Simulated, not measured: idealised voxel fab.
Process module in this document: voxel transistor to metal
In the cross-section labelled cut, the width is 155 nm and each square cell is 5 nm.
When this document writes out a cross-section, it uses a grid of square cells and lists it as bands, beginning at the top and moving down, with a band standing for one or more rows of cells.
Band: top height; bottom height; in nm. Then, left to right: material with width in nm, for each material. "all across": a single material spanning edge to edge. "air": empty space.
Heights are expressed relative to 0, this being the level below which the as-received wafer comprises one material exclusively. The lowest band is unbounded in the downward direction and is denoted as in "z 0 and below".
A width such as "30 to 40" changes by the same amount from each row of cells to the next, from the band's top row to its bottom row.
When a step is marked "all unchanged", none of the cells in the cross-section changed during that step.
If an empty space has no open way to the top and is at least 8 cells in size, "Entrapped voids" lists it, written width x height at distance, where distance is measured from the left edge and every value is in nm.
Text after the settings on a step's line: the simulator's own remark on that step.
The optional step-line setting "overlay nm" applies to steps with a mask and quantifies how far to the right of its planned location the mask lay, a negative value indicating leftward placement.
So here's the lineup of process steps we planned
- 1: RECEIVE,material Si
- 2: CONFORMAL_DEP,material SiO2,thk nm 5
- 3: CONFORMAL_DEP,material SiN,thk nm 15
- 4: DIRECTIONAL_DEP,material aC,thk nm 10
- 5: PATTERN,tone cover,mask id ACTIVE,material resist,width nm 95,thk nm 30,overlay nm 0
- 6: DIRECTIONAL_ETCH,etch materials aC,depth nm 10
- 7: STRIP,etch materials resist
- 8: DIRECTIONAL_ETCH,etch materials SiN,depth nm 15
- 9: DIRECTIONAL_ETCH,etch materials SiO2,depth nm 5
- 10: DIRECTIONAL_ETCH,etch materials Si,depth nm 20
- 11: STRIP,etch materials aC
- 12: FILL_DEP,material SiO2,thk nm 10
- 13: CMP,height nm 20
- 14: SELECTIVE_ETCH,etch materials SiO2,depth nm 10
- 15: STRIP,etch materials SiN
- 16: SELECTIVE_ETCH,etch materials SiO2,depth nm 5
- 17: OXIDIZE,depth nm 5
- 18: DIRECTIONAL_DEP,material polySi,thk nm 25
- 19: DIRECTIONAL_DEP,material SiCN,thk nm 15
- 20: DIRECTIONAL_DEP,material aC,thk nm 15
- 21: PATTERN,tone cover,mask id GATE,material resist,width nm 15,thk nm 35,overlay nm 0
- 22: DIRECTIONAL_ETCH,etch materials aC,depth nm 15
- 23: STRIP,etch materials resist
- 24: DIRECTIONAL_ETCH,etch materials SiCN,depth nm 25
- 25: DIRECTIONAL_ETCH,etch materials polySi,depth nm 35
- 26: STRIP,etch materials aC
- 27: CONFORMAL_DEP,material SiO2,thk nm 5
- 28: DIRECTIONAL_ETCH,etch materials SiO2,depth nm 5
- 29: CONFORMAL_DEP,material SiN,thk nm 10
- 30: DIRECTIONAL_ETCH,etch materials SiN,depth nm 10
- 31: DIRECTIONAL_ETCH,etch materials SiO2,depth nm 5
- 32: DIRECTIONAL_ETCH,etch materials Si,depth nm 10
- 33: EPI,material SiGe,thk nm 10
- 34: FILL_DEP,material SiO2,thk nm 10
- 35: CMP,height nm 40
- 36: DIRECTIONAL_DEP,material SiO2,thk nm 10
- 37: DIRECTIONAL_DEP,material aC,thk nm 15
- 38: PATTERN,tone open,mask id CONTACT,material resist,width nm 30,pitch nm 55,thk nm 30,overlay nm 0
- 39: DIRECTIONAL_ETCH,etch materials aC,depth nm 15
- 40: STRIP,etch materials resist
- 41: DIRECTIONAL_ETCH,etch materials SiO2,depth nm 45
- 42: STRIP,etch materials aC
- 43: CONFORMAL_DEP,material TiN,thk nm 5
- 44: FILL_DEP,material Ru,thk nm 10
- 45: CMP,height nm 50
- 46: DIRECTIONAL_DEP,material TiN,thk nm 5
- 47: DIRECTIONAL_DEP,material W,thk nm 20
- 48: MASKED_ETCH,tone cover,mask id METAL_1,width nm 20,pitch nm 65,etch materials W,depth nm 20,overlay nm 0
- 49: MASKED_ETCH,tone cover,mask id METAL_1,width nm 20,pitch nm 65,etch materials TiN,depth nm 5,overlay nm 0
- 50: FILL_DEP,material SiO2,thk nm 10
- 51: CMP,height nm 75
- 52: CONFORMAL_DEP,material SiN,thk nm 5
First wafer of two (run as planned)
Received-state cross-section, reflecting completion of step 1
z 0 and below | Si all across
Entrapped voids: none
Take a look at the wafer's cross-section after step 2
z 5 to 0 | SiO2 all across
Anything lower than 0 is untouched.
Take a look at the wafer's cross-section after step 3
z 20 to 5 | SiN all across
Anything lower than 5 is untouched.
Take a look at the wafer's cross-section after step 4
z 30 to 20 | aC all across
Anything lower than 20 is untouched.
Take a look at the wafer's cross-section after step 5
z 60 to 30 | 30 air / 95 resist / 30 air
Anything lower than 30 is untouched.
Take a look at the wafer's cross-section after step 6
z 50 to 30 | 30 air / 95 resist / 30 air
z 30 to 20 | 30 air / 95 aC / 30 air
Anything lower than 20 is untouched.
Take a look at the wafer's cross-section after step 7
z 30 to 20 | 30 air / 95 aC / 30 air
Anything lower than 20 is untouched.
Take a look at the wafer's cross-section after step 8
z 30 to 20 | 30 air / 95 aC / 30 air
z 20 to 5 | 30 air / 95 SiN / 30 air
Anything lower than 5 is untouched.
Take a look at the wafer's cross-section after step 9
z 30 to 20 | 30 air / 95 aC / 30 air
z 20 to 5 | 30 air / 95 SiN / 30 air
z 5 to 0 | 30 air / 95 SiO2 / 30 air
Anything lower than 0 is untouched.
Take a look at the wafer's cross-section after step 10
z 30 to 20 | 30 air / 95 aC / 30 air
z 20 to 5 | 30 air / 95 SiN / 30 air
z 5 to 0 | 30 air / 95 SiO2 / 30 air
z 0 to -20 | 30 air / 95 Si / 30 air
Anything lower than -20 is untouched.
Take a look at the wafer's cross-section after step 11
z 20 to 5 | 30 air / 95 SiN / 30 air
Anything lower than 5 is untouched.
Take a look at the wafer's cross-section after step 12
z 30 to 20 | SiO2 all across
z 20 to 5 | 30 SiO2 / 95 SiN / 30 SiO2
z 5 to 0 | SiO2 all across
z 0 to -20 | 30 SiO2 / 95 Si / 30 SiO2
Anything lower than -20 is untouched.
Take a look at the wafer's cross-section after step 13
z 20 to 5 | 30 SiO2 / 95 SiN / 30 SiO2
Anything lower than 5 is untouched.
Take a look at the wafer's cross-section after step 14
z 20 to 10 | 30 air / 95 SiN / 30 air
Anything lower than 10 is untouched.
Take a look at the wafer's cross-section after step 15
z 10 to 5 | 30 SiO2 / 95 air / 30 SiO2
Anything lower than 5 is untouched.
Take a look at the wafer's cross-section after step 16
z 5 to 0 | 25 SiO2 / 105 air / 25 SiO2
Anything lower than 0 is untouched.
Take a look at the wafer's cross-section after step 17
z 5 to 0 | 25 SiO2 / 105 air / 25 SiO2
z 0 to -5 | SiO2 all across
Anything lower than -5 is untouched.
Take a look at the wafer's cross-section after step 18
z 30 to 25 | 25 polySi / 105 air / 25 polySi
z 25 to 5 | polySi all across
z 5 to 0 | 25 SiO2 / 105 polySi / 25 SiO2
Anything lower than 0 is untouched.
Take a look at the wafer's cross-section after step 19
z 45 to 40 | 25 SiCN / 105 air / 25 SiCN
z 40 to 30 | SiCN all across
z 30 to 25 | 25 polySi / 105 SiCN / 25 polySi
Anything lower than 25 is untouched.
Take a look at the wafer's cross-section after step 20
z 60 to 55 | 25 aC / 105 air / 25 aC
z 55 to 45 | aC all across
z 45 to 40 | 25 SiCN / 105 aC / 25 SiCN
Anything lower than 40 is untouched.
Take a look at the wafer's cross-section after step 21
z 95 to 60 | 70 air / 15 resist / 70 air
z 60 to 55 | 25 aC / 45 air / 15 resist / 45 air / 25 aC
Anything lower than 55 is untouched.
Take a look at the wafer's cross-section after step 22
z 80 to 55 | 70 air / 15 resist / 70 air
z 55 to 45 | 70 air / 15 aC / 70 air
z 45 to 40 | 25 SiCN / 45 air / 15 aC / 45 air / 25 SiCN
Anything lower than 40 is untouched.
Take a look at the wafer's cross-section after step 23
z 55 to 45 | 70 air / 15 aC / 70 air
Anything lower than 45 is untouched.
Take a look at the wafer's cross-section after step 24
z 55 to 40 | 70 air / 15 aC / 70 air
z 40 to 30 | 70 air / 15 SiCN / 70 air
z 30 to 25 | 25 polySi / 45 air / 15 SiCN / 45 air / 25 polySi
Anything lower than 25 is untouched.
Take a look at the wafer's cross-section after step 25
z 55 to 40 | 70 air / 15 aC / 70 air
z 40 to 25 | 70 air / 15 SiCN / 70 air
z 25 to 5 | 70 air / 15 polySi / 70 air
z 5 to 0 | 25 SiO2 / 45 air / 15 polySi / 45 air / 25 SiO2
Anything lower than 0 is untouched.
Take a look at the wafer's cross-section after step 26
z 40 to 25 | 70 air / 15 SiCN / 70 air
Anything lower than 25 is untouched.
Take a look at the wafer's cross-section after step 27
z 45 to 40 | 65 air / 25 SiO2 / 65 air
z 40 to 25 | 65 air / 5 SiO2 / 15 SiCN / 5 SiO2 / 65 air
z 25 to 10 | 65 air / 5 SiO2 / 15 polySi / 5 SiO2 / 65 air
z 10 to 5 | 30 SiO2 / 35 air / 5 SiO2 / 15 polySi / 5 SiO2 / 35 air / 30 SiO2
z 5 to 0 | 70 SiO2 / 15 polySi / 70 SiO2
Anything lower than 0 is untouched.
Take a look at the wafer's cross-section after step 28
z 40 to 25 | 65 air / 5 SiO2 / 15 SiCN / 5 SiO2 / 65 air
z 25 to 5 | 65 air / 5 SiO2 / 15 polySi / 5 SiO2 / 65 air
z 5 to 0 | 30 SiO2 / 35 air / 5 SiO2 / 15 polySi / 5 SiO2 / 35 air / 30 SiO2
Anything lower than 0 is untouched.
Take a look at the wafer's cross-section after step 29
z 50 to 40 | 55 air / 45 SiN / 55 air
z 40 to 25 | 55 air / 10 SiN / 5 SiO2 / 15 SiCN / 5 SiO2 / 10 SiN / 55 air
z 25 to 15 | 55 air / 10 SiN / 5 SiO2 / 15 polySi / 5 SiO2 / 10 SiN / 55 air
z 15 to 10 | 40 SiN / 15 air / 10 SiN / 5 SiO2 / 15 polySi / 5 SiO2 / 10 SiN / 15 air / 40 SiN
z 10 to 5 | 65 SiN / 5 SiO2 / 15 polySi / 5 SiO2 / 65 SiN
z 5 to 0 | 30 SiO2 / 35 SiN / 5 SiO2 / 15 polySi / 5 SiO2 / 35 SiN / 30 SiO2
Anything lower than 0 is untouched.
Take a look at the wafer's cross-section after step 30
z 40 to 25 | 55 air / 10 SiN / 5 SiO2 / 15 SiCN / 5 SiO2 / 10 SiN / 55 air
z 25 to 5 | 55 air / 10 SiN / 5 SiO2 / 15 polySi / 5 SiO2 / 10 SiN / 55 air
z 5 to 0 | 30 SiO2 / 10 SiN / 15 air / 10 SiN / 5 SiO2 / 15 polySi / 5 SiO2 / 10 SiN / 15 air / 10 SiN / 30 SiO2
Anything lower than 0 is untouched.
Take a look at the wafer's cross-section after step 31
z 40 to 35 | 55 air / 10 SiN / 5 air / 15 SiCN / 5 air / 10 SiN / 55 air
z 35 to 25 | 55 air / 10 SiN / 5 SiO2 / 15 SiCN / 5 SiO2 / 10 SiN / 55 air
z 25 to 5 | 55 air / 10 SiN / 5 SiO2 / 15 polySi / 5 SiO2 / 10 SiN / 55 air
z 5 to 0 | 30 air / 10 SiN / 15 air / 10 SiN / 5 SiO2 / 15 polySi / 5 SiO2 / 10 SiN / 15 air / 10 SiN / 30 air
z 0 to -5 | 40 SiO2 / 15 air / 45 SiO2 / 15 air / 40 SiO2
Anything lower than -5 is untouched.
Take a look at the wafer's cross-section after step 32
z 40 to 35 | 55 air / 10 SiN / 5 air / 15 SiCN / 5 air / 10 SiN / 55 air
z 35 to 25 | 55 air / 10 SiN / 5 SiO2 / 15 SiCN / 5 SiO2 / 10 SiN / 55 air
z 25 to 5 | 55 air / 10 SiN / 5 SiO2 / 15 polySi / 5 SiO2 / 10 SiN / 55 air
z 5 to 0 | 30 air / 10 SiN / 15 air / 10 SiN / 5 SiO2 / 15 polySi / 5 SiO2 / 10 SiN / 15 air / 10 SiN / 30 air
z 0 to -5 | 40 SiO2 / 15 air / 45 SiO2 / 15 air / 40 SiO2
z -5 to -15 | 30 SiO2 / 10 Si / 15 air / 45 Si / 15 air / 10 Si / 30 SiO2
Anything lower than -15 is untouched.
Take a look at the wafer's cross-section after step 33
z 40 to 35 | 55 air / 10 SiN / 5 air / 15 SiCN / 5 air / 10 SiN / 55 air
z 35 to 25 | 55 air / 10 SiN / 5 SiO2 / 15 SiCN / 5 SiO2 / 10 SiN / 55 air
z 25 to 5 | 55 air / 10 SiN / 5 SiO2 / 15 polySi / 5 SiO2 / 10 SiN / 55 air
z 5 to 0 | 30 air / 10 SiN / 15 SiGe / 10 SiN / 5 SiO2 / 15 polySi / 5 SiO2 / 10 SiN / 15 SiGe / 10 SiN / 30 air
z 0 to -5 | 40 SiO2 / 15 SiGe / 45 SiO2 / 15 SiGe / 40 SiO2
z -5 to -15 | 30 SiO2 / 10 Si / 15 SiGe / 45 Si / 15 SiGe / 10 Si / 30 SiO2
Anything lower than -15 is untouched.
Take a look at the wafer's cross-section after step 34
z 50 to 40 | SiO2 all across
z 40 to 25 | 55 SiO2 / 10 SiN / 5 SiO2 / 15 SiCN / 5 SiO2 / 10 SiN / 55 SiO2
z 25 to 5 | 55 SiO2 / 10 SiN / 5 SiO2 / 15 polySi / 5 SiO2 / 10 SiN / 55 SiO2
z 5 to 0 | 30 SiO2 / 10 SiN / 15 SiGe / 10 SiN / 5 SiO2 / 15 polySi / 5 SiO2 / 10 SiN / 15 SiGe / 10 SiN / 30 SiO2
Anything lower than 0 is untouched.
Take a look at the wafer's cross-section after step 35
z 40 to 25 | 55 SiO2 / 10 SiN / 5 SiO2 / 15 SiCN / 5 SiO2 / 10 SiN / 55 SiO2
Anything lower than 25 is untouched.
Take a look at the wafer's cross-section after step 36
z 50 to 40 | SiO2 all across
Anything lower than 40 is untouched.
Take a look at the wafer's cross-section after step 37
z 65 to 50 | aC all across
Anything lower than 50 is untouched.
Take a look at the wafer's cross-section after step 38
z 95 to 65 | 35 resist / 30 air / 25 resist / 30 air / 35 resist
Anything lower than 65 is untouched.
Take a look at the wafer's cross-section after step 39
z 80 to 65 | 35 resist / 30 air / 25 resist / 30 air / 35 resist
z 65 to 50 | 35 aC / 30 air / 25 aC / 30 air / 35 aC
Anything lower than 50 is untouched.
Take a look at the wafer's cross-section after step 40
z 65 to 50 | 35 aC / 30 air / 25 aC / 30 air / 35 aC
Anything lower than 50 is untouched.
Take a look at the wafer's cross-section after step 41
z 65 to 50 | 35 aC / 30 air / 25 aC / 30 air / 35 aC
z 50 to 40 | 35 SiO2 / 30 air / 25 SiO2 / 30 air / 35 SiO2
z 40 to 25 | 35 SiO2 / 20 air / 10 SiN / 5 SiO2 / 15 SiCN / 5 SiO2 / 10 SiN / 20 air / 35 SiO2
z 25 to 5 | 35 SiO2 / 20 air / 10 SiN / 5 SiO2 / 15 polySi / 5 SiO2 / 10 SiN / 20 air / 35 SiO2
Anything lower than 5 is untouched.
Take a look at the wafer's cross-section after step 42
z 50 to 40 | 35 SiO2 / 30 air / 25 SiO2 / 30 air / 35 SiO2
Anything lower than 40 is untouched.
Take a look at the wafer's cross-section after step 43
z 55 to 50 | 40 TiN / 20 air / 35 TiN / 20 air / 40 TiN
z 50 to 40 | 35 SiO2 / 5 TiN / 20 to 10 air / 5 to 15 TiN / 25 SiO2 / 5 to 15 TiN / 20 to 10 air / 5 TiN / 35 SiO2
z 40 to 25 | 35 SiO2 / 5 TiN / 10 air / 5 TiN / 10 SiN / 5 SiO2 / 15 SiCN / 5 SiO2 / 10 SiN / 5 TiN / 10 air / 5 TiN / 35 SiO2
z 25 to 10 | 35 SiO2 / 5 TiN / 10 air / 5 TiN / 10 SiN / 5 SiO2 / 15 polySi / 5 SiO2 / 10 SiN / 5 TiN / 10 air / 5 TiN / 35 SiO2
z 10 to 5 | 35 SiO2 / 20 TiN / 10 SiN / 5 SiO2 / 15 polySi / 5 SiO2 / 10 SiN / 20 TiN / 35 SiO2
Anything lower than 5 is untouched.
Take a look at the wafer's cross-section after step 44
z 65 to 55 | Ru all across
z 55 to 50 | 40 TiN / 20 Ru / 35 TiN / 20 Ru / 40 TiN
z 50 to 40 | 35 SiO2 / 5 TiN / 20 to 10 Ru / 5 to 15 TiN / 25 SiO2 / 5 to 15 TiN / 20 to 10 Ru / 5 TiN / 35 SiO2
z 40 to 25 | 35 SiO2 / 5 TiN / 10 Ru / 5 TiN / 10 SiN / 5 SiO2 / 15 SiCN / 5 SiO2 / 10 SiN / 5 TiN / 10 Ru / 5 TiN / 35 SiO2
z 25 to 10 | 35 SiO2 / 5 TiN / 10 Ru / 5 TiN / 10 SiN / 5 SiO2 / 15 polySi / 5 SiO2 / 10 SiN / 5 TiN / 10 Ru / 5 TiN / 35 SiO2
Anything lower than 10 is untouched.
Take a look at the wafer's cross-section after step 45
z 50 to 40 | 35 SiO2 / 5 TiN / 20 to 10 Ru / 5 to 15 TiN / 25 SiO2 / 5 to 15 TiN / 20 to 10 Ru / 5 TiN / 35 SiO2
Anything lower than 40 is untouched.
Take a look at the wafer's cross-section after step 46
z 55 to 50 | TiN all across
Anything lower than 50 is untouched.
Take a look at the wafer's cross-section after step 47
z 75 to 55 | W all across
Anything lower than 55 is untouched.
Take a look at the wafer's cross-section after step 48
z 75 to 55 | 35 air / 20 W / 45 air / 20 W / 35 air
Anything lower than 55 is untouched.
Take a look at the wafer's cross-section after step 49
z 75 to 55 | 35 air / 20 W / 45 air / 20 W / 35 air
z 55 to 50 | 35 air / 20 TiN / 45 air / 20 TiN / 35 air
Anything lower than 50 is untouched.
Take a look at the wafer's cross-section after step 50
z 85 to 75 | SiO2 all across
z 75 to 55 | 35 SiO2 / 20 W / 45 SiO2 / 20 W / 35 SiO2
z 55 to 50 | 35 SiO2 / 20 TiN / 45 SiO2 / 20 TiN / 35 SiO2
Anything lower than 50 is untouched.
Take a look at the wafer's cross-section after step 51
z 75 to 55 | 35 SiO2 / 20 W / 45 SiO2 / 20 W / 35 SiO2
Anything lower than 55 is untouched.
Take a look at the wafer's cross-section after step 52
z 80 to 75 | SiN all across
Anything lower than 75 is untouched.
Notes, second wafer: start = first wafer's, plan = first wafer's, execution had one mistake; history identical to first through step 14
When step 15 should have ended
z 20 to 5 | 30 air / 95 SiN / 30 air
Anything lower than 5 is untouched.
When step 16 should have ended
z 5 to 0 | SiO2 all across
Anything lower than 0 is untouched.
when step 17 should have ended: all unchanged
When step 18 should have ended
z 30 to 5 | polySi all across
Anything lower than 5 is untouched.
When step 19 should have ended
z 45 to 30 | SiCN all across
Anything lower than 30 is untouched.
When step 20 should have ended
z 60 to 45 | aC all across
Anything lower than 45 is untouched.
When step 21 should have ended
z 95 to 60 | 70 air / 15 resist / 70 air
Anything lower than 60 is untouched.
When step 22 should have ended
z 80 to 60 | 70 air / 15 resist / 70 air
z 60 to 45 | 70 air / 15 aC / 70 air
Anything lower than 45 is untouched.
When step 23 should have ended
z 60 to 45 | 70 air / 15 aC / 70 air
Anything lower than 45 is untouched.
When step 24 should have ended
z 60 to 45 | 70 air / 15 aC / 70 air
z 45 to 30 | 70 air / 15 SiCN / 70 air
Anything lower than 30 is untouched.
When step 25 should have ended
z 60 to 45 | 70 air / 15 aC / 70 air
z 45 to 30 | 70 air / 15 SiCN / 70 air
z 30 to 5 | 70 air / 15 polySi / 70 air
Anything lower than 5 is untouched.
When step 26 should have ended
z 45 to 30 | 70 air / 15 SiCN / 70 air
Anything lower than 30 is untouched.
When step 27 should have ended
z 50 to 45 | 65 air / 25 SiO2 / 65 air
z 45 to 30 | 65 air / 5 SiO2 / 15 SiCN / 5 SiO2 / 65 air
z 30 to 10 | 65 air / 5 SiO2 / 15 polySi / 5 SiO2 / 65 air
z 10 to 5 | 70 SiO2 / 15 polySi / 70 SiO2
Anything lower than 5 is untouched.
When step 28 should have ended
z 45 to 30 | 65 air / 5 SiO2 / 15 SiCN / 5 SiO2 / 65 air
z 30 to 5 | 65 air / 5 SiO2 / 15 polySi / 5 SiO2 / 65 air
Anything lower than 5 is untouched.
When step 29 should have ended
z 55 to 45 | 55 air / 45 SiN / 55 air
z 45 to 30 | 55 air / 10 SiN / 5 SiO2 / 15 SiCN / 5 SiO2 / 10 SiN / 55 air
z 30 to 15 | 55 air / 10 SiN / 5 SiO2 / 15 polySi / 5 SiO2 / 10 SiN / 55 air
z 15 to 5 | 65 SiN / 5 SiO2 / 15 polySi / 5 SiO2 / 65 SiN
Anything lower than 5 is untouched.
When step 30 should have ended
z 45 to 30 | 55 air / 10 SiN / 5 SiO2 / 15 SiCN / 5 SiO2 / 10 SiN / 55 air
z 30 to 5 | 55 air / 10 SiN / 5 SiO2 / 15 polySi / 5 SiO2 / 10 SiN / 55 air
Anything lower than 5 is untouched.
When step 31 should have ended
z 45 to 40 | 55 air / 10 SiN / 5 air / 15 SiCN / 5 air / 10 SiN / 55 air
z 40 to 30 | 55 air / 10 SiN / 5 SiO2 / 15 SiCN / 5 SiO2 / 10 SiN / 55 air
z 30 to 5 | 55 air / 10 SiN / 5 SiO2 / 15 polySi / 5 SiO2 / 10 SiN / 55 air
z 5 to 0 | 55 air / 45 SiO2 / 55 air
Anything lower than 0 is untouched.
When step 32 should have ended
z 45 to 40 | 55 air / 10 SiN / 5 air / 15 SiCN / 5 air / 10 SiN / 55 air
z 40 to 30 | 55 air / 10 SiN / 5 SiO2 / 15 SiCN / 5 SiO2 / 10 SiN / 55 air
z 30 to 5 | 55 air / 10 SiN / 5 SiO2 / 15 polySi / 5 SiO2 / 10 SiN / 55 air
z 5 to 0 | 55 air / 45 SiO2 / 55 air
z 0 to -10 | 30 SiO2 / 25 air / 45 Si / 25 air / 30 SiO2
Anything lower than -10 is untouched.
When step 33 should have ended
z 45 to 40 | 55 air / 10 SiN / 5 air / 15 SiCN / 5 air / 10 SiN / 55 air
z 40 to 30 | 55 air / 10 SiN / 5 SiO2 / 15 SiCN / 5 SiO2 / 10 SiN / 55 air
z 30 to 10 | 55 air / 10 SiN / 5 SiO2 / 15 polySi / 5 SiO2 / 10 SiN / 55 air
z 10 to 5 | 45 air / 10 SiGe / 10 SiN / 5 SiO2 / 15 polySi / 5 SiO2 / 10 SiN / 10 SiGe / 45 air
z 5 to 0 | 45 air / 10 SiGe / 45 SiO2 / 10 SiGe / 45 air
z 0 to -10 | 30 SiO2 / 25 SiGe / 45 Si / 25 SiGe / 30 SiO2
Anything lower than -10 is untouched.
When step 34 should have ended
z 55 to 45 | SiO2 all across
z 45 to 30 | 55 SiO2 / 10 SiN / 5 SiO2 / 15 SiCN / 5 SiO2 / 10 SiN / 55 SiO2
z 30 to 10 | 55 SiO2 / 10 SiN / 5 SiO2 / 15 polySi / 5 SiO2 / 10 SiN / 55 SiO2
z 10 to 5 | 45 SiO2 / 10 SiGe / 10 SiN / 5 SiO2 / 15 polySi / 5 SiO2 / 10 SiN / 10 SiGe / 45 SiO2
z 5 to 0 | 45 SiO2 / 10 SiGe / 45 SiO2 / 10 SiGe / 45 SiO2
Anything lower than 0 is untouched.
When step 35 should have ended
z 40 to 30 | 55 SiO2 / 10 SiN / 5 SiO2 / 15 SiCN / 5 SiO2 / 10 SiN / 55 SiO2
Anything lower than 30 is untouched.
When step 36 should have ended
z 50 to 40 | SiO2 all across
Anything lower than 40 is untouched.
When step 37 should have ended
z 65 to 50 | aC all across
Anything lower than 50 is untouched.
When step 38 should have ended
z 95 to 65 | 35 resist / 30 air / 25 resist / 30 air / 35 resist
Anything lower than 65 is untouched.
When step 39 should have ended
z 80 to 65 | 35 resist / 30 air / 25 resist / 30 air / 35 resist
z 65 to 50 | 35 aC / 30 air / 25 aC / 30 air / 35 aC
Anything lower than 50 is untouched.
When step 40 should have ended
z 65 to 50 | 35 aC / 30 air / 25 aC / 30 air / 35 aC
Anything lower than 50 is untouched.
When step 41 should have ended
z 65 to 50 | 35 aC / 30 air / 25 aC / 30 air / 35 aC
z 50 to 40 | 35 SiO2 / 30 air / 25 SiO2 / 30 air / 35 SiO2
z 40 to 30 | 35 SiO2 / 20 air / 10 SiN / 5 SiO2 / 15 SiCN / 5 SiO2 / 10 SiN / 20 air / 35 SiO2
z 30 to 10 | 35 SiO2 / 20 air / 10 SiN / 5 SiO2 / 15 polySi / 5 SiO2 / 10 SiN / 20 air / 35 SiO2
z 10 to 5 | 35 SiO2 / 10 air / 10 SiGe / 10 SiN / 5 SiO2 / 15 polySi / 5 SiO2 / 10 SiN / 10 SiGe / 10 air / 35 SiO2
Anything lower than 5 is untouched.
When step 42 should have ended
z 50 to 40 | 35 SiO2 / 30 air / 25 SiO2 / 30 air / 35 SiO2
Anything lower than 40 is untouched.
When step 43 should have ended
z 55 to 50 | 40 TiN / 20 air / 35 TiN / 20 air / 40 TiN
z 50 to 40 | 35 SiO2 / 5 TiN / 20 to 10 air / 5 to 15 TiN / 25 SiO2 / 5 to 15 TiN / 20 to 10 air / 5 TiN / 35 SiO2
z 40 to 30 | 35 SiO2 / 5 TiN / 10 air / 5 TiN / 10 SiN / 5 SiO2 / 15 SiCN / 5 SiO2 / 10 SiN / 5 TiN / 10 air / 5 TiN / 35 SiO2
z 30 to 15 | 35 SiO2 / 5 TiN / 10 air / 5 TiN / 10 SiN / 5 SiO2 / 15 polySi / 5 SiO2 / 10 SiN / 5 TiN / 10 air / 5 TiN / 35 SiO2
z 15 to 10 | 35 SiO2 / 20 TiN / 10 SiN / 5 SiO2 / 15 polySi / 5 SiO2 / 10 SiN / 20 TiN / 35 SiO2
z 10 to 5 | 35 SiO2 / 10 TiN / 10 SiGe / 10 SiN / 5 SiO2 / 15 polySi / 5 SiO2 / 10 SiN / 10 SiGe / 10 TiN / 35 SiO2
Anything lower than 5 is untouched.
When step 44 should have ended
z 65 to 55 | Ru all across
z 55 to 50 | 40 TiN / 20 Ru / 35 TiN / 20 Ru / 40 TiN
z 50 to 40 | 35 SiO2 / 5 TiN / 20 to 10 Ru / 5 to 15 TiN / 25 SiO2 / 5 to 15 TiN / 20 to 10 Ru / 5 TiN / 35 SiO2
z 40 to 30 | 35 SiO2 / 5 TiN / 10 Ru / 5 TiN / 10 SiN / 5 SiO2 / 15 SiCN / 5 SiO2 / 10 SiN / 5 TiN / 10 Ru / 5 TiN / 35 SiO2
z 30 to 15 | 35 SiO2 / 5 TiN / 10 Ru / 5 TiN / 10 SiN / 5 SiO2 / 15 polySi / 5 SiO2 / 10 SiN / 5 TiN / 10 Ru / 5 TiN / 35 SiO2
Anything lower than 15 is untouched.
When step 45 should have ended
z 50 to 40 | 35 SiO2 / 5 TiN / 20 to 10 Ru / 5 to 15 TiN / 25 SiO2 / 5 to 15 TiN / 20 to 10 Ru / 5 TiN / 35 SiO2
Anything lower than 40 is untouched.
When step 46 should have ended
z 55 to 50 | TiN all across
Anything lower than 50 is untouched.
When step 47 should have ended
z 75 to 55 | W all across
Anything lower than 55 is untouched.
When step 48 should have ended
z 75 to 55 | 35 air / 20 W / 45 air / 20 W / 35 air
Anything lower than 55 is untouched.
When step 49 should have ended
z 75 to 55 | 35 air / 20 W / 45 air / 20 W / 35 air
z 55 to 50 | 35 air / 20 TiN / 45 air / 20 TiN / 35 air
Anything lower than 50 is untouched.
When step 50 should have ended
z 85 to 75 | SiO2 all across
z 75 to 55 | 35 SiO2 / 20 W / 45 SiO2 / 20 W / 35 SiO2
z 55 to 50 | 35 SiO2 / 20 TiN / 45 SiO2 / 20 TiN / 35 SiO2
Anything lower than 50 is untouched.
When step 51 should have ended
z 75 to 55 | 35 SiO2 / 20 W / 45 SiO2 / 20 W / 35 SiO2
Anything lower than 55 is untouched.
When step 52 should have ended
z 80 to 75 | SiN all across
Anything lower than 75 is untouched.
Nonconformance to the process plan: the intended sequence of steps 15 and 16 was reversed during processing, with each occupying the position of the other
The final cell counts differ between the wafers, with the second having more or fewer of some materials than the first: -4 Ru; +11 Si; -3 SiCN; +4 SiGe; -8 SiN
